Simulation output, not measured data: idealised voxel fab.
Process module, titled voxel transistor to metal
Cross-section cut spans 190 nm and uses square cells 5 nm in size.
A cross-section is written here as square cells arranged in a grid, and it is given in bands from the top down, each band taking up one or more rows of cells. It is stipulated that each band's entry specify, in nanometres, the height of the top of the band and then that of its bottom, followed by the materials of the band in left-to-right sequence, each together with its width in nanometres. A single material marked by the word "edge to edge" is understood to fill the band from edge to edge; the word "empty" is understood to denote empty space. Heights are measured from 0, the level below which the as-received wafer is all one material; the lowest band has no bottom and continues downward, written as in "0 down". Width spec "30->40" -> top row of cells at first value, bottom row at second value, equal per-row change in between. A step reported as "remains unaltered" is a step in which no cell of the cross-section changed. Any empty space of 8 cells or more lacking an open way to the top shows up in "Enclosed voids" as width x height at distance, distance from the left edge, in nm. Step line, after settings: the simulator's comment on this step. The setting "overlay nm" may be written on the line of a step. When the step uses a mask, the value reports how far to the right of the planned place the mask lay, and a negative value reports that it lay to the left.
The steps planned for the process are as follows:
1: RECEIVE,material Si
2: OXIDIZE,depth nm 5
3: CONFORMAL_DEP,material SiN,thk nm 15
4: MASKED_ETCH,tone cover,mask id ACTIVE,width nm 100,etch materials SiN,depth nm 15,overlay nm 0
5: MASKED_ETCH,tone cover,mask id ACTIVE,width nm 100,etch materials SiO2,depth nm 5,overlay nm 0
6: MASKED_ETCH,tone cover,mask id ACTIVE,width nm 100,etch materials Si,depth nm 30,overlay nm 0
7: FILL_DEP,material SiO2,thk nm 15
8: CMP,height nm 15
9: SELECTIVE_ETCH,etch materials SiO2,depth nm 5
10: STRIP,etch materials SiN
11: SELECTIVE_ETCH,etch materials SiO2,depth nm 5
12: OXIDIZE,depth nm 5
13: DIRECTIONAL_DEP,material polySi,thk nm 25
14: DIRECTIONAL_DEP,material SiCN,thk nm 15
15: MASKED_ETCH,tone cover,mask id GATE,width nm 20,etch materials SiCN,depth nm 25,overlay nm 0
16: MASKED_ETCH,tone cover,mask id GATE,width nm 20,etch materials polySi,depth nm 35,overlay nm 0
17: CONFORMAL_DEP,material SiN,thk nm 10
18: DIRECTIONAL_ETCH,etch materials SiN,depth nm 10
19: DIRECTIONAL_ETCH,etch materials SiO2,depth nm 5
20: DIRECTIONAL_ETCH,etch materials Si,depth nm 5
21: EPI,material nSi,thk nm 5
22: FILL_DEP,material SiO2,thk nm 5
23: CMP,height nm 35
24: DIRECTIONAL_DEP,material SiO2,thk nm 15
25: MASKED_ETCH,tone open,mask id CONTACT,width nm 20,pitch nm 70,etch materials SiO2,depth nm 60,overlay nm 0
26: CONFORMAL_DEP,material TiN,thk nm 5
27: FILL_DEP,material Ru,thk nm 10
28: CMP,height nm 50
29: DIRECTIONAL_DEP,material TiN,thk nm 5
30: DIRECTIONAL_DEP,material Ru,thk nm 15
31: PATTERN,tone cover,mask id METAL_1,material resist,width nm 20,pitch nm 70,thk nm 20,overlay nm 0
32: DIRECTIONAL_ETCH,etch materials Ru,depth nm 15
33: DIRECTIONAL_ETCH,etch materials TiN,depth nm 5
34: STRIP,etch materials resist
35: CONFORMAL_DEP,material SiN,thk nm 5
36: FILL_DEP,material SiO2,thk nm 5
37: CMP,height nm 70
38: CONFORMAL_DEP,material SiCN,thk nm 5
So, the first of our two wafers, run just as we planned it:
Cross-sectional view of the wafer in its as-received condition, corresponding to the state after step 1:
* 0 down: Si edge to edge
* Enclosed voids: none
Cross-section: wafer state after step 2:
* 0 to -5: SiO2 edge to edge
* Beneath the level -5, the cross-section is identical to its previous state.
Cross-section: wafer state after step 3:
* 15 to 0: SiN edge to edge
* Beneath the level 0, the cross-section is identical to its previous state.
Cross-section: wafer state after step 4:
* 15 to 0: empty=45 | SiN=100 | empty=45
* Beneath the level 0, the cross-section is identical to its previous state.
Cross-section: wafer state after step 5:
* 15 to 0: empty=45 | SiN=100 | empty=45
* 0 to -5: empty=45 | SiO2=100 | empty=45
* Beneath the level -5, the cross-section is identical to its previous state.
Cross-section: wafer state after step 6:
* 15 to 0: empty=45 | SiN=100 | empty=45
* 0 to -5: empty=45 | SiO2=100 | empty=45
* -5 to -35: empty=45 | Si=100 | empty=45
* Beneath the level -35, the cross-section is identical to its previous state.
Cross-section: wafer state after step 7:
* 30 to 15: SiO2 edge to edge
* 15 to 0: SiO2=45 | SiN=100 | SiO2=45
* 0 to -5: SiO2 edge to edge
* -5 to -35: SiO2=45 | Si=100 | SiO2=45
* Beneath the level -35, the cross-section is identical to its previous state.
Cross-section: wafer state after step 8:
* 15 to 0: SiO2=45 | SiN=100 | SiO2=45
* Beneath the level 0, the cross-section is identical to its previous state.
Cross-section: wafer state after step 9:
* 15 to 10: empty=45 | SiN=100 | empty=45
* Beneath the level 10, the cross-section is identical to its previous state.
Cross-section: wafer state after step 10:
* 10 to 0: SiO2=45 | empty=100 | SiO2=45
* Beneath the level 0, the cross-section is identical to its previous state.
Cross-section: wafer state after step 11:
* 5 to -5: SiO2=40 | empty=110 | SiO2=40
* Beneath the level -5, the cross-section is identical to its previous state.
Cross-section: wafer state after step 12:
* 5 to -5: SiO2=40 | empty=110 | SiO2=40
* -5 to -10: SiO2 edge to edge
* Beneath the level -10, the cross-section is identical to its previous state.
Cross-section: wafer state after step 13:
* 30 to 20: polySi=40 | empty=110 | polySi=40
* 20 to 5: polySi edge to edge
* 5 to -5: SiO2=40 | polySi=110 | SiO2=40
* Beneath the level -5, the cross-section is identical to its previous state.
Cross-section: wafer state after step 14:
* 45 to 35: SiCN=40 | empty=110 | SiCN=40
* 35 to 30: SiCN edge to edge
* 30 to 20: polySi=40 | SiCN=110 | polySi=40
* Beneath the level 20, the cross-section is identical to its previous state.
Cross-section: wafer state after step 15:
* 35 to 30: empty=85 | SiCN=20 | empty=85
* 30 to 20: polySi=40 | empty=45 | SiCN=20 | empty=45 | polySi=40
* Beneath the level 20, the cross-section is identical to its previous state.
Cross-section: wafer state after step 16:
* 35 to 20: empty=85 | SiCN=20 | empty=85
* 20 to 5: empty=85 | polySi=20 | empty=85
* 5 to -5: SiO2=40 | empty=45 | polySi=20 | empty=45 | SiO2=40
* Beneath the level -5, the cross-section is identical to its previous state.
Cross-section: wafer state after step 17:
* 45 to 35: empty=75 | SiN=40 | empty=75
* 35 to 20: empty=75 | SiN=10 | SiCN=20 | SiN=10 | empty=75
* 20 to 15: empty=75 | SiN=10 | polySi=20 | SiN=10 | empty=75
* 15 to 5: SiN=50 | empty=25 | SiN=10 | polySi=20 | SiN=10 | empty=25 | SiN=50
* 5 to -5: SiO2=40 | SiN=45 | polySi=20 | SiN=45 | SiO2=40
* Beneath the level -5, the cross-section is identical to its previous state.
Cross-section: wafer state after step 18:
* 35 to 20: empty=75 | SiN=10 | SiCN=20 | SiN=10 | empty=75
* 20 to 5: empty=75 | SiN=10 | polySi=20 | SiN=10 | empty=75
* 5 to -5: SiO2=40 | SiN=10 | empty=25 | SiN=10 | polySi=20 | SiN=10 | empty=25 | SiN=10 | SiO2=40
* Beneath the level -5, the cross-section is identical to its previous state.
Cross-section: wafer state after step 19:
* 35 to 20: empty=75 | SiN=10 | SiCN=20 | SiN=10 | empty=75
* 20 to 5: empty=75 | SiN=10 | polySi=20 | SiN=10 | empty=75
* 5 to 0: empty=40 | SiN=10 | empty=25 | SiN=10 | polySi=20 | SiN=10 | empty=25 | SiN=10 | empty=40
* 0 to -5: SiO2=40 | SiN=10 | empty=25 | SiN=10 | polySi=20 | SiN=10 | empty=25 | SiN=10 | SiO2=40
* -5 to -10: SiO2=50 | empty=25 | SiO2=40 | empty=25 | SiO2=50
* Beneath the level -10, the cross-section is identical to its previous state.
Cross-section: wafer state after step 20:
* 35 to 20: empty=75 | SiN=10 | SiCN=20 | SiN=10 | empty=75
* 20 to 5: empty=75 | SiN=10 | polySi=20 | SiN=10 | empty=75
* 5 to 0: empty=40 | SiN=10 | empty=25 | SiN=10 | polySi=20 | SiN=10 | empty=25 | SiN=10 | empty=40
* 0 to -5: SiO2=40 | SiN=10 | empty=25 | SiN=10 | polySi=20 | SiN=10 | empty=25 | SiN=10 | SiO2=40
* -5 to -10: SiO2=50 | empty=25 | SiO2=40 | empty=25 | SiO2=50
* -10 to -15: SiO2=45 | Si=5 | empty=25 | Si=40 | empty=25 | Si=5 | SiO2=45
* Beneath the level -15, the cross-section is identical to its previous state.
Cross-section: wafer state after step 21:
* 35 to 20: empty=75 | SiN=10 | SiCN=20 | SiN=10 | empty=75
* 20 to 5: empty=75 | SiN=10 | polySi=20 | SiN=10 | empty=75
* 5 to 0: empty=40 | SiN=10 | empty=25 | SiN=10 | polySi=20 | SiN=10 | empty=25 | SiN=10 | empty=40
* 0 to -5: SiO2=40 | SiN=10 | empty=25 | SiN=10 | polySi=20 | SiN=10 | empty=25 | SiN=10 | SiO2=40
* -5 to -10: SiO2=50 | nSi=5 | empty=15 | nSi=5 | SiO2=40 | nSi=5 | empty=15 | nSi=5 | SiO2=50
* -10 to -15: SiO2=45 | Si=5 | nSi=25 | Si=40 | nSi=25 | Si=5 | SiO2=45
* Beneath the level -15, the cross-section is identical to its previous state.
Cross-section: wafer state after step 22:
* 40 to 35: SiO2 edge to edge
* 35 to 20: SiO2=75 | SiN=10 | SiCN=20 | SiN=10 | SiO2=75
* 20 to 5: SiO2=75 | SiN=10 | polySi=20 | SiN=10 | SiO2=75
* 5 to -5: SiO2=40 | SiN=10 | SiO2=25 | SiN=10 | polySi=20 | SiN=10 | SiO2=25 | SiN=10 | SiO2=40
* -5 to -10: SiO2=50 | nSi=5 | SiO2=15 | nSi=5 | SiO2=40 | nSi=5 | SiO2=15 | nSi=5 | SiO2=50
* Beneath the level -10, the cross-section is identical to its previous state.
Cross-section: wafer state after step 23:
* 35 to 20: SiO2=75 | SiN=10 | SiCN=20 | SiN=10 | SiO2=75
* Beneath the level 20, the cross-section is identical to its previous state.
Cross-section: wafer state after step 24:
* 50 to 35: SiO2 edge to edge
* Beneath the level 35, the cross-section is identical to its previous state.
Cross-section: wafer state after step 25:
* 50 to 35: SiO2=50 | empty=20 | SiO2=50 | empty=20 | SiO2=50
* 35 to 20: SiO2=50 | empty=20 | SiO2=5 | SiN=10 | SiCN=20 | SiN=10 | SiO2=5 | empty=20 | SiO2=50
* 20 to 5: SiO2=50 | empty=20 | SiO2=5 | SiN=10 | polySi=20 | SiN=10 | SiO2=5 | empty=20 | SiO2=50
* 5 to -5: SiO2=40 | SiN=10 | empty=20 | SiO2=5 | SiN=10 | polySi=20 | SiN=10 | SiO2=5 | empty=20 | SiN=10 | SiO2=40
* -5 to -10: SiO2=50 | nSi=5 | empty=15 | nSi=5 | SiO2=40 | nSi=5 | empty=15 | nSi=5 | SiO2=50
* Beneath the level -10, the cross-section is identical to its previous state.
Cross-section: wafer state after step 26:
* 55 to 50: TiN=55 | empty=10 | TiN=60 | empty=10 | TiN=55
* 50 to 35: SiO2=50 | TiN=5 | empty=10 | TiN=5 | SiO2=50 | TiN=5 | empty=10 | TiN=5 | SiO2=50
* 35 to 20: SiO2=50 | TiN=5 | empty=10 | TiN=5 | SiO2=5 | SiN=10 | SiCN=20 | SiN=10 | SiO2=5 | TiN=5 | empty=10 | TiN=5 | SiO2=50
* 20 to 5: SiO2=50 | TiN=5 | empty=10 | TiN=5 | SiO2=5 | SiN=10 | polySi=20 | SiN=10 | SiO2=5 | TiN=5 | empty=10 | TiN=5 | SiO2=50
* 5 to -5: SiO2=40 | SiN=10 | TiN=5->10 | empty=10->5 | TiN=5 | SiO2=5 | SiN=10 | polySi=20 | SiN=10 | SiO2=5 | TiN=5 | empty=10->5 | TiN=5->10 | SiN=10 | SiO2=40
* -5 to -10: SiO2=50 | nSi=5 | TiN=15 | nSi=5 | SiO2=40 | nSi=5 | TiN=15 | nSi=5 | SiO2=50
* Beneath the level -10, the cross-section is identical to its previous state.
Cross-section: wafer state after step 27:
* 65 to 55: Ru edge to edge
* 55 to 50: TiN=55 | Ru=10 | TiN=60 | Ru=10 | TiN=55
* 50 to 35: SiO2=50 | TiN=5 | Ru=10 | TiN=5 | SiO2=50 | TiN=5 | Ru=10 | TiN=5 | SiO2=50
* 35 to 20: SiO2=50 | TiN=5 | Ru=10 | TiN=5 | SiO2=5 | SiN=10 | SiCN=20 | SiN=10 | SiO2=5 | TiN=5 | Ru=10 | TiN=5 | SiO2=50
* 20 to 5: SiO2=50 | TiN=5 | Ru=10 | TiN=5 | SiO2=5 | SiN=10 | polySi=20 | SiN=10 | SiO2=5 | TiN=5 | Ru=10 | TiN=5 | SiO2=50
* 5 to -5: SiO2=40 | SiN=10 | TiN=5->10 | Ru=10->5 | TiN=5 | SiO2=5 | SiN=10 | polySi=20 | SiN=10 | SiO2=5 | TiN=5 | Ru=10->5 | TiN=5->10 | SiN=10 | SiO2=40
* Beneath the level -5, the cross-section is identical to its previous state.
Cross-section: wafer state after step 28:
* 50 to 35: SiO2=50 | TiN=5 | Ru=10 | TiN=5 | SiO2=50 | TiN=5 | Ru=10 | TiN=5 | SiO2=50
* Beneath the level 35, the cross-section is identical to its previous state.
Cross-section: wafer state after step 29:
* 55 to 50: TiN edge to edge
* Beneath the level 50, the cross-section is identical to its previous state.
Cross-section: wafer state after step 30:
* 70 to 55: Ru edge to edge
* Beneath the level 55, the cross-section is identical to its previous state.
Cross-section: wafer state after step 31:
* 90 to 70: empty=50 | resist=20 | empty=50 | resist=20 | empty=50
* Beneath the level 70, the cross-section is identical to its previous state.
Cross-section: wafer state after step 32:
* 90 to 70: empty=50 | resist=20 | empty=50 | resist=20 | empty=50
* 70 to 55: empty=50 | Ru=20 | empty=50 | Ru=20 | empty=50
* Beneath the level 55, the cross-section is identical to its previous state.
Cross-section: wafer state after step 33:
* 90 to 70: empty=50 | resist=20 | empty=50 | resist=20 | empty=50
* 70 to 55: empty=50 | Ru=20 | empty=50 | Ru=20 | empty=50
* 55 to 50: empty=50 | TiN=20 | empty=50 | TiN=20 | empty=50
* Beneath the level 50, the cross-section is identical to its previous state.
Cross-section: wafer state after step 34:
* 70 to 55: empty=50 | Ru=20 | empty=50 | Ru=20 | empty=50
* Beneath the level 55, the cross-section is identical to its previous state.
Cross-section: wafer state after step 35:
* 75 to 70: empty=45 | SiN=30 | empty=40 | SiN=30 | empty=45
* 70 to 55: empty=45 | SiN=5 | Ru=20 | SiN=5 | empty=40 | SiN=5 | Ru=20 | SiN=5 | empty=45
* 55 to 50: SiN=50 | TiN=20 | SiN=50 | TiN=20 | SiN=50
* Beneath the level 50, the cross-section is identical to its previous state.
Cross-section: wafer state after step 36:
* 80 to 75: SiO2 edge to edge
* 75 to 70: SiO2=45 | SiN=30 | SiO2=40 | SiN=30 | SiO2=45
* 70 to 55: SiO2=45 | SiN=5 | Ru=20 | SiN=5 | SiO2=40 | SiN=5 | Ru=20 | SiN=5 | SiO2=45
* Beneath the level 55, the cross-section is identical to its previous state.
Cross-section: wafer state after step 37:
* 70 to 55: SiO2=45 | SiN=5 | Ru=20 | SiN=5 | SiO2=40 | SiN=5 | Ru=20 | SiN=5 | SiO2=45
* Beneath the level 55, the cross-section is identical to its previous state.
Cross-section: wafer state after step 38:
* 75 to 70: SiCN edge to edge
* Beneath the level 70, the cross-section is identical to its previous state.
Second Wafer (Identical Start and Plan, One Processing Error; Matches First Wafer Through Step 13):
Cross-sectional view of the second wafer at the intended end time of process step 14:
* 60 to 50: SiCN=40 | empty=110 | SiCN=40
* 50 to 30: SiCN edge to edge
* 30 to 20: polySi=40 | SiCN=110 | polySi=40
* Beneath the level 20, the cross-section is identical to its previous state.
Cross-sectional view of the second wafer at the intended end time of process step 15:
* 50 to 35: empty=85 | SiCN=20 | empty=85
* 35 to 30: SiCN=40 | empty=45 | SiCN=20 | empty=45 | SiCN=40
* 30 to 25: polySi=40 | empty=45 | SiCN=20 | empty=45 | polySi=40
* Beneath the level 25, the cross-section is identical to its previous state.
Cross-sectional view of the second wafer at the intended end time of process step 16: remains unaltered
Cross-sectional view of the second wafer at the intended end time of process step 17:
* 60 to 50: empty=75 | SiN=40 | empty=75
* 50 to 45: empty=75 | SiN=10 | SiCN=20 | SiN=10 | empty=75
* 45 to 35: SiN=50 | empty=25 | SiN=10 | SiCN=20 | SiN=10 | empty=25 | SiN=50
* 35 to 30: SiCN=40 | SiN=45 | SiCN=20 | SiN=45 | SiCN=40
* 30 to 25: polySi=40 | SiN=45 | SiCN=20 | SiN=45 | polySi=40
* Beneath the level 25, the cross-section is identical to its previous state.
Cross-sectional view of the second wafer at the intended end time of process step 18:
* 50 to 35: empty=75 | SiN=10 | SiCN=20 | SiN=10 | empty=75
* 35 to 30: SiCN=40 | SiN=10 | empty=25 | SiN=10 | SiCN=20 | SiN=10 | empty=25 | SiN=10 | SiCN=40
* 30 to 25: polySi=40 | SiN=10 | empty=25 | SiN=10 | SiCN=20 | SiN=10 | empty=25 | SiN=10 | polySi=40
* Beneath the level 25, the cross-section is identical to its previous state.
Cross-sectional view of the second wafer at the intended end time of process step 19: remains unaltered
Cross-sectional view of the second wafer at the intended end time of process step 20: remains unaltered
Cross-sectional view of the second wafer at the intended end time of process step 21: remains unaltered
Cross-sectional view of the second wafer at the intended end time of process step 22:
* 55 to 50: SiO2 edge to edge
* 50 to 35: SiO2=75 | SiN=10 | SiCN=20 | SiN=10 | SiO2=75
* 35 to 30: SiCN=40 | SiN=10 | SiO2=25 | SiN=10 | SiCN=20 | SiN=10 | SiO2=25 | SiN=10 | SiCN=40
* 30 to 25: polySi=40 | SiN=10 | SiO2=25 | SiN=10 | SiCN=20 | SiN=10 | SiO2=25 | SiN=10 | polySi=40
* Beneath the level 25, the cross-section is identical to its previous state.
Cross-sectional view of the second wafer at the intended end time of process step 23:
* 35 to 30: SiCN=40 | SiN=10 | SiO2=25 | SiN=10 | SiCN=20 | SiN=10 | SiO2=25 | SiN=10 | SiCN=40
* Beneath the level 30, the cross-section is identical to its previous state.
Cross-sectional view of the second wafer at the intended end time of process step 24:
* 50 to 35: SiO2 edge to edge
* Beneath the level 35, the cross-section is identical to its previous state.
Cross-sectional view of the second wafer at the intended end time of process step 25:
* 50 to 35: SiO2=50 | empty=20 | SiO2=50 | empty=20 | SiO2=50
* 35 to 30: SiCN=40 | SiN=10 | empty=20 | SiO2=5 | SiN=10 | SiCN=20 | SiN=10 | SiO2=5 | empty=20 | SiN=10 | SiCN=40
* 30 to 25: polySi=40 | SiN=10 | empty=20 | SiO2=5 | SiN=10 | SiCN=20 | SiN=10 | SiO2=5 | empty=20 | SiN=10 | polySi=40
* Beneath the level 25, the cross-section is identical to its previous state.
Cross-sectional view of the second wafer at the intended end time of process step 26:
* 55 to 50: TiN=55 | empty=10 | TiN=60 | empty=10 | TiN=55
* 50 to 35: SiO2=50 | TiN=5 | empty=10 | TiN=5 | SiO2=50 | TiN=5 | empty=10 | TiN=5 | SiO2=50
* 35 to 30: SiCN=40 | SiN=10 | TiN=5 | empty=10 | TiN=5 | SiO2=5 | SiN=10 | SiCN=20 | SiN=10 | SiO2=5 | TiN=5 | empty=10 | TiN=5 | SiN=10 | SiCN=40
* 30 to 25: polySi=40 | SiN=10 | TiN=20 | SiO2=5 | SiN=10 | SiCN=20 | SiN=10 | SiO2=5 | TiN=20 | SiN=10 | polySi=40
* Beneath the level 25, the cross-section is identical to its previous state.
Cross-sectional view of the second wafer at the intended end time of process step 27:
* 65 to 55: Ru edge to edge
* 55 to 50: TiN=55 | Ru=10 | TiN=60 | Ru=10 | TiN=55
* 50 to 35: SiO2=50 | TiN=5 | Ru=10 | TiN=5 | SiO2=50 | TiN=5 | Ru=10 | TiN=5 | SiO2=50
* 35 to 30: SiCN=40 | SiN=10 | TiN=5 | Ru=10 | TiN=5 | SiO2=5 | SiN=10 | SiCN=20 | SiN=10 | SiO2=5 | TiN=5 | Ru=10 | TiN=5 | SiN=10 | SiCN=40
* Beneath the level 30, the cross-section is identical to its previous state.
Cross-sectional view of the second wafer at the intended end time of process step 28:
* 50 to 35: SiO2=50 | TiN=5 | Ru=10 | TiN=5 | SiO2=50 | TiN=5 | Ru=10 | TiN=5 | SiO2=50
* Beneath the level 35, the cross-section is identical to its previous state.
Cross-sectional view of the second wafer at the intended end time of process step 29:
* 55 to 50: TiN edge to edge
* Beneath the level 50, the cross-section is identical to its previous state.
Cross-sectional view of the second wafer at the intended end time of process step 30:
* 70 to 55: Ru edge to edge
* Beneath the level 55, the cross-section is identical to its previous state.
Cross-sectional view of the second wafer at the intended end time of process step 31:
* 90 to 70: empty=50 | resist=20 | empty=50 | resist=20 | empty=50
* Beneath the level 70, the cross-section is identical to its previous state.
Cross-sectional view of the second wafer at the intended end time of process step 32:
* 90 to 70: empty=50 | resist=20 | empty=50 | resist=20 | empty=50
* 70 to 55: empty=50 | Ru=20 | empty=50 | Ru=20 | empty=50
* Beneath the level 55, the cross-section is identical to its previous state.
Cross-sectional view of the second wafer at the intended end time of process step 33:
* 90 to 70: empty=50 | resist=20 | empty=50 | resist=20 | empty=50
* 70 to 55: empty=50 | Ru=20 | empty=50 | Ru=20 | empty=50
* 55 to 50: empty=50 | TiN=20 | empty=50 | TiN=20 | empty=50
* Beneath the level 50, the cross-section is identical to its previous state.
Cross-sectional view of the second wafer at the intended end time of process step 34:
* 70 to 55: empty=50 | Ru=20 | empty=50 | Ru=20 | empty=50
* Beneath the level 55, the cross-section is identical to its previous state.
Cross-sectional view of the second wafer at the intended end time of process step 35:
* 75 to 70: empty=45 | SiN=30 | empty=40 | SiN=30 | empty=45
* 70 to 55: empty=45 | SiN=5 | Ru=20 | SiN=5 | empty=40 | SiN=5 | Ru=20 | SiN=5 | empty=45
* 55 to 50: SiN=50 | TiN=20 | SiN=50 | TiN=20 | SiN=50
* Beneath the level 50, the cross-section is identical to its previous state.
Cross-sectional view of the second wafer at the intended end time of process step 36:
* 80 to 75: SiO2 edge to edge
* 75 to 70: SiO2=45 | SiN=30 | SiO2=40 | SiN=30 | SiO2=45
* 70 to 55: SiO2=45 | SiN=5 | Ru=20 | SiN=5 | SiO2=40 | SiN=5 | Ru=20 | SiN=5 | SiO2=45
* Beneath the level 55, the cross-section is identical to its previous state.
Cross-sectional view of the second wafer at the intended end time of process step 37:
* 70 to 55: SiO2=45 | SiN=5 | Ru=20 | SiN=5 | SiO2=40 | SiN=5 | Ru=20 | SiN=5 | SiO2=45
* Beneath the level 55, the cross-section is identical to its previous state.
Cross-sectional view of the second wafer at the intended end time of process step 38:
* 75 to 70: SiCN edge to edge
* Beneath the level 70, the cross-section is identical to its previous state.
What went wrong in running the wafer? the plan had its step 14 run twice
Final comparison by cell count, materials where the second wafer has more or fewer than the first: Ru -26; Si +10; SiCN +34; SiN -24; SiO2 -122; TiN -28; nSi -14; polySi +170
